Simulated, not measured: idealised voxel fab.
process module | voxel quadruple lines
cross-section cut | 190 nm wide | cells 5 nm
A cross-section is a grid of square cells, given in bands from the top down. A band is one or more rows of cells.
Each band's line starts with the height of the band's top and of its bottom, in nm. Then come its materials from left to right, each with its width in nm. One material with "throughout" fills the band from edge to edge. "air" is empty space.
Height 0 is the level under which the wafer as received is all one material. The lowest band goes on downwards, as in "0 down".
A width such as "30 to 40" changes by the same amount from each row of cells to the next, from the band's top row to its bottom row.
"no change" after a step means that no cell of the cross-section changed.
closed voids: empty space of 8 cells or more with no open way to the top, each as width x height at its distance from the left edge, in nm
after a step's settings: what the simulator itself notes on the step
overlay nm, on a step with a mask: how far to the right of its planned place the mask lay; to the left if negative
plan
1 op RECEIVE | material Si
2 op CONFORMAL_DEP | material SiO2 | thk nm 10
3 op DIRECTIONAL_DEP | material TiN | thk nm 10
4 op DIRECTIONAL_DEP | material polySi | thk nm 20
5 op DIRECTIONAL_DEP | material aC | thk nm 25
6 op PATTERN | tone cover | mask id MANDREL | material resist | width nm 20 | thk nm 35 | overlay nm 0
7 op DIRECTIONAL_ETCH | etch materials aC | depth nm 25
8 op STRIP | etch materials resist
9 op CONFORMAL_DEP | material SiO2 | thk nm 10
10 op DIRECTIONAL_ETCH | etch materials SiO2 | depth nm 10
11 op STRIP | etch materials aC
12 op DIRECTIONAL_ETCH | etch materials polySi | depth nm 20
13 op STRIP | etch materials SiO2
14 op CONFORMAL_DEP | material SiN | thk nm 5
15 op DIRECTIONAL_ETCH | etch materials SiN | depth nm 5
16 op STRIP | etch materials polySi
17 op DIRECTIONAL_ETCH | etch materials TiN | depth nm 10
18 op STRIP | etch materials SiN
19 op FILL_DEP | material SiO2 | thk nm 10
20 op CMP | height nm 20
first wafer, as planned
as received, after step 1
  0 down: Si throughout
  closed voids: none
after step 2
  10 to 0: SiO2 throughout
  below 0: unchanged
after step 3
  20 to 10: TiN throughout
  below 10: unchanged
after step 4
  40 to 20: polySi throughout
  below 20: unchanged
after step 5
  65 to 40: aC throughout
  below 40: unchanged
after step 6
  100 to 65: air 85 | resist 20 | air 85
  below 65: unchanged
after step 7
  75 to 65: air 85 | resist 20 | air 85
  65 to 40: air 85 | aC 20 | air 85
  below 40: unchanged
after step 8
  65 to 40: air 85 | aC 20 | air 85
  below 40: unchanged
after step 9
  75 to 65: air 75 | SiO2 40 | air 75
  65 to 50: air 75 | SiO2 10 | aC 20 | SiO2 10 | air 75
  50 to 40: SiO2 85 | aC 20 | SiO2 85
  below 40: unchanged
after step 10
  65 to 40: air 75 | SiO2 10 | aC 20 | SiO2 10 | air 75
  below 40: unchanged
after step 11
  65 to 40: air 75 | SiO2 10 | air 20 | SiO2 10 | air 75
  below 40: unchanged
after step 12
  65 to 40: air 75 | SiO2 10 | air 20 | SiO2 10 | air 75
  40 to 20: air 75 | polySi 10 | air 20 | polySi 10 | air 75
  below 20: unchanged
after step 13
  40 to 20: air 75 | polySi 10 | air 20 | polySi 10 | air 75
  below 20: unchanged
after step 14
  45 to 40: air 70 | SiN 20 | air 10 | SiN 20 | air 70
  40 to 25: air 70 | SiN 5 | polySi 10 | SiN 5 | air 10 | SiN 5 | polySi 10 | SiN 5 | air 70
  25 to 20: SiN 75 | polySi 10 | SiN 20 | polySi 10 | SiN 75
  below 20: unchanged
after step 15
  40 to 20: air 70 | SiN 5 | polySi 10 | SiN 5 | air 10 | SiN 5 | polySi 10 | SiN 5 | air 70
  below 20: unchanged
after step 16
  40 to 20: air 70 | SiN 5 | air 10 | SiN 5 | air 10 | SiN 5 | air 10 | SiN 5 | air 70
  below 20: unchanged
after step 17
  40 to 20: air 70 | SiN 5 | air 10 | SiN 5 | air 10 | SiN 5 | air 10 | SiN 5 | air 70
  20 to 10: air 70 | TiN 5 | air 10 | TiN 5 | air 10 | TiN 5 | air 10 | TiN 5 | air 70
  below 10: unchanged
after step 18
  20 to 10: air 70 | TiN 5 | air 10 | TiN 5 | air 10 | TiN 5 | air 10 | TiN 5 | air 70
  below 10: unchanged
after step 19
  30 to 20: SiO2 throughout
  20 to 10: SiO2 70 | TiN 5 | SiO2 10 | TiN 5 | SiO2 10 | TiN 5 | SiO2 10 | TiN 5 | SiO2 70
  below 10: unchanged
after step 20
  20 to 10: SiO2 70 | TiN 5 | SiO2 10 | TiN 5 | SiO2 10 | TiN 5 | SiO2 10 | TiN 5 | SiO2 70
  below 10: unchanged
second wafer: like start, like plan, one mistake. Through step 2 it matches the first wafer
when step 3 should have ended
  15 to 10: TiN throughout
  below 10: unchanged
when step 4 should have ended
  35 to 15: polySi throughout
  below 15: unchanged
when step 5 should have ended
  60 to 35: aC throughout
  below 35: unchanged
when step 6 should have ended
  95 to 60: air 85 | resist 20 | air 85
  below 60: unchanged
when step 7 should have ended
  70 to 60: air 85 | resist 20 | air 85
  60 to 35: air 85 | aC 20 | air 85
  below 35: unchanged
when step 8 should have ended
  60 to 35: air 85 | aC 20 | air 85
  below 35: unchanged
when step 9 should have ended
  70 to 60: air 75 | SiO2 40 | air 75
  60 to 45: air 75 | SiO2 10 | aC 20 | SiO2 10 | air 75
  45 to 35: SiO2 85 | aC 20 | SiO2 85
  below 35: unchanged
when step 10 should have ended
  60 to 35: air 75 | SiO2 10 | aC 20 | SiO2 10 | air 75
  below 35: unchanged
when step 11 should have ended
  60 to 35: air 75 | SiO2 10 | air 20 | SiO2 10 | air 75
  below 35: unchanged
when step 12 should have ended
  60 to 35: air 75 | SiO2 10 | air 20 | SiO2 10 | air 75
  35 to 15: air 75 | polySi 10 | air 20 | polySi 10 | air 75
  below 15: unchanged
when step 13 should have ended
  35 to 15: air 75 | polySi 10 | air 20 | polySi 10 | air 75
  below 15: unchanged
when step 14 should have ended
  40 to 35: air 70 | SiN 20 | air 10 | SiN 20 | air 70
  35 to 20: air 70 | SiN 5 | polySi 10 | SiN 5 | air 10 | SiN 5 | polySi 10 | SiN 5 | air 70
  20 to 15: SiN 75 | polySi 10 | SiN 20 | polySi 10 | SiN 75
  below 15: unchanged
when step 15 should have ended
  35 to 15: air 70 | SiN 5 | polySi 10 | SiN 5 | air 10 | SiN 5 | polySi 10 | SiN 5 | air 70
  below 15: unchanged
when step 16 should have ended
  35 to 15: air 70 | SiN 5 | air 10 | SiN 5 | air 10 | SiN 5 | air 10 | SiN 5 | air 70
  below 15: unchanged
when step 17 should have ended
  35 to 15: air 70 | SiN 5 | air 10 | SiN 5 | air 10 | SiN 5 | air 10 | SiN 5 | air 70
  15 to 10: air 70 | TiN 5 | air 10 | TiN 5 | air 10 | TiN 5 | air 10 | TiN 5 | air 70
  below 10: unchanged
when step 18 should have ended
  15 to 10: air 70 | TiN 5 | air 10 | TiN 5 | air 10 | TiN 5 | air 10 | TiN 5 | air 70
  below 10: unchanged
when step 19 should have ended
  25 to 15: SiO2 throughout
  15 to 10: SiO2 70 | TiN 5 | SiO2 10 | TiN 5 | SiO2 10 | TiN 5 | SiO2 10 | TiN 5 | SiO2 70
  below 10: unchanged
when step 20 should have ended
  20 to 15: SiO2 throughout
  below 15: unchanged
what went wrong: step 3 ran as: op DIRECTIONAL_DEP | material TiN | thk nm 5
at the end the second wafer has, in cells: 4 more of SiO2 | 4 fewer of TiN
